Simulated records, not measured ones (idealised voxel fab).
process module | voxel capacitor over wiring
cross-section cut | 245 nm wide | cells 5 nm
A cross-section is a grid of square cells, given in bands from the top down. A band is one or more rows of cells.
Each band's line starts with the height of the band's top and of its bottom, in nm. Then come its materials from left to right, each with its width in nm. One material with "throughout" fills the band from edge to edge. "air" is empty space.
Height 0 is the level under which the wafer as received is all one material. The lowest band goes on downwards, as in "0 down".
A width such as "30 to 40" changes by the same amount from each row of cells to the next, from the band's top row to its bottom row.
"no change" after a step means that no cell of the cross-section changed.
closed voids: empty space of 8 cells or more with no open way to the top, each as width x height at its distance from the left edge, in nm
after a step's settings: what the simulator itself notes on the step
overlay nm, on a step with a mask: how far to the right of its planned place the mask lay; to the left if negative
plan
1 op RECEIVE | material Si
2 op CONFORMAL_DEP | material SiO2 | thk nm 15
3 op DIRECTIONAL_DEP | material TiN | thk nm 5
4 op DIRECTIONAL_DEP | material Ru | thk nm 25
5 op PATTERN | tone cover | mask id METAL_1 | material resist | width nm 20 | pitch nm 75 | thk nm 20 | overlay nm 0
6 op DIRECTIONAL_ETCH | etch materials Ru | depth nm 25
7 op DIRECTIONAL_ETCH | etch materials TiN | depth nm 5
8 op STRIP | etch materials resist
9 op CONFORMAL_DEP | material SiCN | thk nm 5
10 op FILL_DEP | material SiO2 | thk nm 5
11 op CMP | height nm 45
12 op CONFORMAL_DEP | material SiCN | thk nm 5
13 op DIRECTIONAL_DEP | material lowk | thk nm 20
14 op MASKED_ETCH | tone open | mask id PLUG_1 | width nm 15 | etch materials lowk | depth nm 20 | overlay nm 0
15 op MASKED_ETCH | tone open | mask id PLUG_1 | width nm 15 | etch materials SiCN | depth nm 5 | overlay nm 0
16 op CONFORMAL_DEP | material TiN | thk nm 5
17 op FILL_DEP | material W | thk nm 10
18 op CMP | height nm 70
19 op DIRECTIONAL_DEP | material TiN | thk nm 5
20 op DIRECTIONAL_DEP | material SiN | thk nm 5
21 op DIRECTIONAL_DEP | material TiN | thk nm 10
22 op DIRECTIONAL_DEP | material aC | thk nm 10
23 op PATTERN | tone cover | mask id UPPER_PLATE | material resist | width nm 60 | thk nm 25 | overlay nm 0
24 op DIRECTIONAL_ETCH | etch materials aC | depth nm 10
25 op STRIP | etch materials resist
26 op DIRECTIONAL_ETCH | etch materials TiN | depth nm 10
27 op DIRECTIONAL_ETCH | etch materials SiN | depth nm 5
28 op STRIP | etch materials aC
29 op PATTERN | tone cover | mask id LOWER_PLATE | material resist | width nm 70 | thk nm 15 | overlay nm 0
30 op DIRECTIONAL_ETCH | etch materials TiN | depth nm 5
31 op STRIP | etch materials resist
32 op FILL_DEP | material SiO2 | thk nm 20
33 op CMP | height nm 105
34 op PATTERN | tone open | mask id PLUG_2 | material resist | width nm 15 | thk nm 20 | overlay nm 0
35 op DIRECTIONAL_ETCH | etch materials SiO2 | depth nm 15
36 op STRIP | etch materials resist
37 op CONFORMAL_DEP | material TiN | thk nm 5
38 op FILL_DEP | material Ru | thk nm 10
39 op CMP | height nm 105
40 op CONFORMAL_DEP | material SiN | thk nm 5
first wafer, as planned
as received, after step 1
  0 down: Si throughout
  closed voids: none
after step 2
  15 to 0: SiO2 throughout
  below 0: unchanged
after step 3
  20 to 15: TiN throughout
  below 15: unchanged
after step 4
  45 to 20: Ru throughout
  below 20: unchanged
after step 5
  65 to 45: air 75 | resist 20 | air 55 | resist 20 | air 75
  below 45: unchanged
after step 6
  65 to 45: air 75 | resist 20 | air 55 | resist 20 | air 75
  45 to 20: air 75 | Ru 20 | air 55 | Ru 20 | air 75
  below 20: unchanged
after step 7
  65 to 45: air 75 | resist 20 | air 55 | resist 20 | air 75
  45 to 20: air 75 | Ru 20 | air 55 | Ru 20 | air 75
  20 to 15: air 75 | TiN 20 | air 55 | TiN 20 | air 75
  below 15: unchanged
after step 8
  45 to 20: air 75 | Ru 20 | air 55 | Ru 20 | air 75
  below 20: unchanged
after step 9
  50 to 45: air 70 | SiCN 30 | air 45 | SiCN 30 | air 70
  45 to 20: air 70 | SiCN 5 | Ru 20 | SiCN 5 | air 45 | SiCN 5 | Ru 20 | SiCN 5 | air 70
  20 to 15: SiCN 75 | TiN 20 | SiCN 55 | TiN 20 | SiCN 75
  below 15: unchanged
after step 10
  55 to 50: SiO2 throughout
  50 to 45: SiO2 70 | SiCN 30 | SiO2 45 | SiCN 30 | SiO2 70
  45 to 20: SiO2 70 | SiCN 5 | Ru 20 | SiCN 5 | SiO2 45 | SiCN 5 | Ru 20 | SiCN 5 | SiO2 70
  below 20: unchanged
after step 11
  45 to 20: SiO2 70 | SiCN 5 | Ru 20 | SiCN 5 | SiO2 45 | SiCN 5 | Ru 20 | SiCN 5 | SiO2 70
  below 20: unchanged
after step 12
  50 to 45: SiCN throughout
  below 45: unchanged
after step 13
  70 to 50: lowk throughout
  below 50: unchanged
after step 14
  70 to 50: lowk 80 | air 15 | lowk 150
  below 50: unchanged
after step 15
  70 to 50: lowk 80 | air 15 | lowk 150
  50 to 45: SiCN 80 | air 15 | SiCN 150
  below 45: unchanged
after step 16
  75 to 70: TiN 85 | air 5 | TiN 155
  70 to 50: lowk 80 | TiN 5 | air 5 | TiN 5 | lowk 150
  50 to 45: SiCN 80 | TiN 15 | SiCN 150
  below 45: unchanged
after step 17
  85 to 75: W throughout
  75 to 70: TiN 85 | W 5 | TiN 155
  70 to 50: lowk 80 | TiN 5 | W 5 | TiN 5 | lowk 150
  below 50: unchanged
after step 18
  70 to 50: lowk 80 | TiN 5 | W 5 | TiN 5 | lowk 150
  below 50: unchanged
after step 19
  75 to 70: TiN throughout
  below 70: unchanged
after step 20
  80 to 75: SiN throughout
  below 75: unchanged
after step 21
  90 to 80: TiN throughout
  below 80: unchanged
after step 22
  100 to 90: aC throughout
  below 90: unchanged
after step 23
  125 to 100: air 80 | resist 60 | air 105
  below 100: unchanged
after step 24
  115 to 100: air 80 | resist 60 | air 105
  100 to 90: air 80 | aC 60 | air 105
  below 90: unchanged
after step 25
  100 to 90: air 80 | aC 60 | air 105
  below 90: unchanged
after step 26
  100 to 90: air 80 | aC 60 | air 105
  90 to 80: air 80 | TiN 60 | air 105
  below 80: unchanged
after step 27
  100 to 90: air 80 | aC 60 | air 105
  90 to 80: air 80 | TiN 60 | air 105
  80 to 75: air 80 | SiN 60 | air 105
  below 75: unchanged
after step 28
  90 to 80: air 80 | TiN 60 | air 105
  below 80: unchanged
after step 29
  105 to 90: air 75 | resist 70 | air 100
  90 to 80: air 75 | resist 5 | TiN 60 | resist 5 | air 100
  80 to 75: air 75 | resist 5 | SiN 60 | resist 5 | air 100
  below 75: unchanged
after step 30
  105 to 90: air 75 | resist 70 | air 100
  90 to 80: air 75 | resist 5 | TiN 60 | resist 5 | air 100
  80 to 75: air 75 | resist 5 | SiN 60 | resist 5 | air 100
  75 to 70: air 75 | TiN 70 | air 100
  below 70: unchanged
after step 31
  90 to 80: air 80 | TiN 60 | air 105
  80 to 75: air 80 | SiN 60 | air 105
  below 75: unchanged
after step 32
  110 to 90: SiO2 throughout
  90 to 80: SiO2 80 | TiN 60 | SiO2 105
  80 to 75: SiO2 80 | SiN 60 | SiO2 105
  75 to 70: SiO2 75 | TiN 70 | SiO2 100
  below 70: unchanged
after step 33
  105 to 90: SiO2 throughout
  below 90: unchanged
after step 34
  125 to 105: resist 90 | air 15 | resist 140
  below 105: unchanged
after step 35
  125 to 105: resist 90 | air 15 | resist 140
  105 to 90: SiO2 90 | air 15 | SiO2 140
  below 90: unchanged
after step 36
  105 to 90: SiO2 90 | air 15 | SiO2 140
  below 90: unchanged
after step 37
  110 to 105: TiN 95 | air 5 | TiN 145
  105 to 95: SiO2 90 | TiN 5 | air 5 | TiN 5 | SiO2 140
  95 to 90: SiO2 90 | TiN 15 | SiO2 140
  below 90: unchanged
after step 38
  120 to 110: Ru throughout
  110 to 105: TiN 95 | Ru 5 | TiN 145
  105 to 95: SiO2 90 | TiN 5 | Ru 5 | TiN 5 | SiO2 140
  below 95: unchanged
after step 39
  105 to 95: SiO2 90 | TiN 5 | Ru 5 | TiN 5 | SiO2 140
  below 95: unchanged
after step 40
  110 to 105: SiN throughout
  below 105: unchanged
second wafer: like start, like plan, one mistake. Through step 2 it matches the first wafer
when step 3 should have ended
  40 to 15: Ru throughout
  below 15: unchanged
when step 4 should have ended
  45 to 40: TiN throughout
  below 40: unchanged
when step 5 should have ended
  65 to 45: air 75 | resist 20 | air 55 | resist 20 | air 75
  below 45: unchanged
when step 6 should have ended: no change
when step 7 should have ended
  65 to 45: air 75 | resist 20 | air 55 | resist 20 | air 75
  45 to 40: air 75 | TiN 20 | air 55 | TiN 20 | air 75
  below 40: unchanged
when step 8 should have ended
  45 to 40: air 75 | TiN 20 | air 55 | TiN 20 | air 75
  below 40: unchanged
when step 9 should have ended
  50 to 45: air 70 | SiCN 30 | air 45 | SiCN 30 | air 70
  45 to 40: SiCN 75 | TiN 20 | SiCN 55 | TiN 20 | SiCN 75
  below 40: unchanged
when step 10 should have ended
  55 to 50: SiO2 throughout
  50 to 45: SiO2 70 | SiCN 30 | SiO2 45 | SiCN 30 | SiO2 70
  below 45: unchanged
when step 11 should have ended
  45 to 40: SiCN 75 | TiN 20 | SiCN 55 | TiN 20 | SiCN 75
  below 40: unchanged
when step 12 should have ended
  50 to 45: SiCN throughout
  below 45: unchanged
when step 13 should have ended
  70 to 50: lowk throughout
  below 50: unchanged
when step 14 should have ended
  70 to 50: lowk 80 | air 15 | lowk 150
  below 50: unchanged
when step 15 should have ended
  70 to 50: lowk 80 | air 15 | lowk 150
  50 to 45: SiCN 80 | air 15 | SiCN 150
  below 45: unchanged
when step 16 should have ended
  75 to 70: TiN 85 | air 5 | TiN 155
  70 to 50: lowk 80 | TiN 5 | air 5 | TiN 5 | lowk 150
  50 to 45: SiCN 80 | TiN 15 | SiCN 150
  below 45: unchanged
when step 17 should have ended
  85 to 75: W throughout
  75 to 70: TiN 85 | W 5 | TiN 155
  70 to 50: lowk 80 | TiN 5 | W 5 | TiN 5 | lowk 150
  below 50: unchanged
when step 18 should have ended
  70 to 50: lowk 80 | TiN 5 | W 5 | TiN 5 | lowk 150
  below 50: unchanged
when step 19 should have ended
  75 to 70: TiN throughout
  below 70: unchanged
when step 20 should have ended
  80 to 75: SiN throughout
  below 75: unchanged
when step 21 should have ended
  90 to 80: TiN throughout
  below 80: unchanged
when step 22 should have ended
  100 to 90: aC throughout
  below 90: unchanged
when step 23 should have ended
  125 to 100: air 80 | resist 60 | air 105
  below 100: unchanged
when step 24 should have ended
  115 to 100: air 80 | resist 60 | air 105
  100 to 90: air 80 | aC 60 | air 105
  below 90: unchanged
when step 25 should have ended
  100 to 90: air 80 | aC 60 | air 105
  below 90: unchanged
when step 26 should have ended
  100 to 90: air 80 | aC 60 | air 105
  90 to 80: air 80 | TiN 60 | air 105
  below 80: unchanged
when step 27 should have ended
  100 to 90: air 80 | aC 60 | air 105
  90 to 80: air 80 | TiN 60 | air 105
  80 to 75: air 80 | SiN 60 | air 105
  below 75: unchanged
when step 28 should have ended
  90 to 80: air 80 | TiN 60 | air 105
  below 80: unchanged
when step 29 should have ended
  105 to 90: air 75 | resist 70 | air 100
  90 to 80: air 75 | resist 5 | TiN 60 | resist 5 | air 100
  80 to 75: air 75 | resist 5 | SiN 60 | resist 5 | air 100
  below 75: unchanged
when step 30 should have ended
  105 to 90: air 75 | resist 70 | air 100
  90 to 80: air 75 | resist 5 | TiN 60 | resist 5 | air 100
  80 to 75: air 75 | resist 5 | SiN 60 | resist 5 | air 100
  75 to 70: air 75 | TiN 70 | air 100
  below 70: unchanged
when step 31 should have ended
  90 to 80: air 80 | TiN 60 | air 105
  80 to 75: air 80 | SiN 60 | air 105
  below 75: unchanged
when step 32 should have ended
  110 to 90: SiO2 throughout
  90 to 80: SiO2 80 | TiN 60 | SiO2 105
  80 to 75: SiO2 80 | SiN 60 | SiO2 105
  75 to 70: SiO2 75 | TiN 70 | SiO2 100
  below 70: unchanged
when step 33 should have ended
  105 to 90: SiO2 throughout
  below 90: unchanged
when step 34 should have ended
  125 to 105: resist 90 | air 15 | resist 140
  below 105: unchanged
when step 35 should have ended
  125 to 105: resist 90 | air 15 | resist 140
  105 to 90: SiO2 90 | air 15 | SiO2 140
  below 90: unchanged
when step 36 should have ended
  105 to 90: SiO2 90 | air 15 | SiO2 140
  below 90: unchanged
when step 37 should have ended
  110 to 105: TiN 95 | air 5 | TiN 145
  105 to 95: SiO2 90 | TiN 5 | air 5 | TiN 5 | SiO2 140
  95 to 90: SiO2 90 | TiN 15 | SiO2 140
  below 90: unchanged
when step 38 should have ended
  120 to 110: Ru throughout
  110 to 105: TiN 95 | Ru 5 | TiN 145
  105 to 95: SiO2 90 | TiN 5 | Ru 5 | TiN 5 | SiO2 140
  below 95: unchanged
when step 39 should have ended
  105 to 95: SiO2 90 | TiN 5 | Ru 5 | TiN 5 | SiO2 140
  below 95: unchanged
when step 40 should have ended
  110 to 105: SiN throughout
  below 105: unchanged
what went wrong: steps 3 and 4 were swapped
at the end the second wafer has, in cells: 205 more of Ru | 20 fewer of SiCN | 185 fewer of SiO2
